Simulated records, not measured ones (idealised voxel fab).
Proc. module: voxel double patterning
The width of the displayed cross-section, cut, is 245 nm; its cells are square, with a size of 5 nm.
When this document writes out a cross-section, it uses a grid of square cells and lists it as bands, beginning at the top and moving down, with a band standing for one or more rows of cells. Quick guide to a band line: top height, bottom height (nm) up front; then every material left to right with its width in nm. Only one material and it's marked "throughout"? Then it fills the band edge to edge. And "blank" just means empty space. Zero point of the height axis is 0; under it, received wafer = one material. Lowest band: continues down indefinitely, "0..down". Graded width ("30 to 40"): value in top row of band = first number; value in bottom row = second number; row-to-row change constant. When a step is marked "remains unaltered", none of the cells in the cross-section changed during that step. Heads up: "Encapsulated voids" only lists the empty pockets with no open path to the top that are 8 cells or more, and it writes them as width x height at distance, distance from the left edge, in nm. If you see something after the settings on a step's line, that's the simulator's own remark about that step. For masked steps, "overlay nm" on the step line gives how far right of plan the mask actually lay; a minus sign means it lay to the left.
Below is the list of planned process steps:
1 RECEIVE with material Si
2 CONFORMAL_DEP with material SiO2, thk nm 10
3 DIRECTIONAL_DEP with material W, thk nm 10
4 DIRECTIONAL_DEP with material SiN, thk nm 10
5 DIRECTIONAL_DEP with material aC, thk nm 10
6 PATTERN with tone open, mask id FIRST, material resist, width nm 15, pitch nm 50, thk nm 25, overlay nm 0
7 DIRECTIONAL_ETCH with etch materials aC, depth nm 10
8 STRIP with etch materials resist
9 DIRECTIONAL_ETCH with etch materials SiN, depth nm 10
10 STRIP with etch materials aC
11 MASKED_ETCH with tone open, mask id SECOND, width nm 15, etch materials SiN, depth nm 10, overlay nm 0
12 DIRECTIONAL_ETCH with etch materials W, depth nm 10
13 STRIP with etch materials SiN
The first of a set of two wafers, run to plan:
Received-state cross-section, reflecting completion of step 1:
- 0..down: Si throughout
- Encapsulated voids: none
Cross-sectional representation of the wafer at the conclusion of step 2:
- 10..0: SiO2 throughout
- Rest of section, below 0: as before.
Cross-sectional representation of the wafer at the conclusion of step 3:
- 20..10: W throughout
- Rest of section, below 10: as before.
Cross-sectional representation of the wafer at the conclusion of step 4:
- 30..20: SiN throughout
- Rest of section, below 20: as before.
Cross-sectional representation of the wafer at the conclusion of step 5:
- 40..30: aC throughout
- Rest of section, below 30: as before.
Cross-sectional representation of the wafer at the conclusion of step 6:
- 65..40: 90 nm resist; 15 nm blank; 35 nm resist; 15 nm blank; 90 nm resist
- Rest of section, below 40: as before.
Cross-sectional representation of the wafer at the conclusion of step 7:
- 55..40: 90 nm resist; 15 nm blank; 35 nm resist; 15 nm blank; 90 nm resist
- 40..30: 90 nm aC; 15 nm blank; 35 nm aC; 15 nm blank; 90 nm aC
- Rest of section, below 30: as before.
Cross-sectional representation of the wafer at the conclusion of step 8:
- 40..30: 90 nm aC; 15 nm blank; 35 nm aC; 15 nm blank; 90 nm aC
- Rest of section, below 30: as before.
Cross-sectional representation of the wafer at the conclusion of step 9:
- 40..30: 90 nm aC; 15 nm blank; 35 nm aC; 15 nm blank; 90 nm aC
- 30..20: 90 nm SiN; 15 nm blank; 35 nm SiN; 15 nm blank; 90 nm SiN
- Rest of section, below 20: as before.
Cross-sectional representation of the wafer at the conclusion of step 10:
- 30..20: 90 nm SiN; 15 nm blank; 35 nm SiN; 15 nm blank; 90 nm SiN
- Rest of section, below 20: as before.
Cross-sectional representation of the wafer at the conclusion of step 11:
- 30..20: 90 nm SiN; 15 nm blank; 10 nm SiN; 15 nm blank; 10 nm SiN; 15 nm blank; 90 nm SiN
- Rest of section, below 20: as before.
Cross-sectional representation of the wafer at the conclusion of step 12:
- 30..20: 90 nm SiN; 15 nm blank; 10 nm SiN; 15 nm blank; 10 nm SiN; 15 nm blank; 90 nm SiN
- 20..10: 90 nm W; 15 nm blank; 10 nm W; 15 nm blank; 10 nm W; 15 nm blank; 90 nm W
- Rest of section, below 10: as before.
Cross-sectional representation of the wafer at the conclusion of step 13:
- 20..10: 90 nm W; 15 nm blank; 10 nm W; 15 nm blank; 10 nm W; 15 nm blank; 90 nm W
- Rest of section, below 10: as before.
Wafer two of two - same starting point, same process plan, one mistake in execution; matches wafer one up to and including step 1:
Second wafer profile in section, at the moment step 2 of the plan was meant to be complete:
- 5..0: SiO2 throughout
- Rest of section, below 0: as before.
Second wafer profile in section, at the moment step 3 of the plan was meant to be complete:
- 15..5: W throughout
- Rest of section, below 5: as before.
Second wafer profile in section, at the moment step 4 of the plan was meant to be complete:
- 25..15: SiN throughout
- Rest of section, below 15: as before.
Second wafer profile in section, at the moment step 5 of the plan was meant to be complete:
- 35..25: aC throughout
- Rest of section, below 25: as before.
Second wafer profile in section, at the moment step 6 of the plan was meant to be complete:
- 60..35: 90 nm resist; 15 nm blank; 35 nm resist; 15 nm blank; 90 nm resist
- Rest of section, below 35: as before.
Second wafer profile in section, at the moment step 7 of the plan was meant to be complete:
- 50..35: 90 nm resist; 15 nm blank; 35 nm resist; 15 nm blank; 90 nm resist
- 35..25: 90 nm aC; 15 nm blank; 35 nm aC; 15 nm blank; 90 nm aC
- Rest of section, below 25: as before.
Second wafer profile in section, at the moment step 8 of the plan was meant to be complete:
- 35..25: 90 nm aC; 15 nm blank; 35 nm aC; 15 nm blank; 90 nm aC
- Rest of section, below 25: as before.
Second wafer profile in section, at the moment step 9 of the plan was meant to be complete:
- 35..25: 90 nm aC; 15 nm blank; 35 nm aC; 15 nm blank; 90 nm aC
- 25..15: 90 nm SiN; 15 nm blank; 35 nm SiN; 15 nm blank; 90 nm SiN
- Rest of section, below 15: as before.
Second wafer profile in section, at the moment step 10 of the plan was meant to be complete:
- 25..15: 90 nm SiN; 15 nm blank; 35 nm SiN; 15 nm blank; 90 nm SiN
- Rest of section, below 15: as before.
Second wafer profile in section, at the moment step 11 of the plan was meant to be complete:
- 25..15: 90 nm SiN; 15 nm blank; 10 nm SiN; 15 nm blank; 10 nm SiN; 15 nm blank; 90 nm SiN
- Rest of section, below 15: as before.
Second wafer profile in section, at the moment step 12 of the plan was meant to be complete:
- 25..15: 90 nm SiN; 15 nm blank; 10 nm SiN; 15 nm blank; 10 nm SiN; 15 nm blank; 90 nm SiN
- 15..5: 90 nm W; 15 nm blank; 10 nm W; 15 nm blank; 10 nm W; 15 nm blank; 90 nm W
- Rest of section, below 5: as before.
Second wafer profile in section, at the moment step 13 of the plan was meant to be complete:
- 15..5: 90 nm W; 15 nm blank; 10 nm W; 15 nm blank; 10 nm W; 15 nm blank; 90 nm W
- Rest of section, below 5: as before.
Misprocessing identified: step 2: run off-plan, actual operation and settings CONFORMAL_DEP with material SiO2, thk nm 5
Upon completion, the second wafer contains, in terms of cells, a greater or smaller amount of certain materials than the first wafer: 49 fewer of SiO2
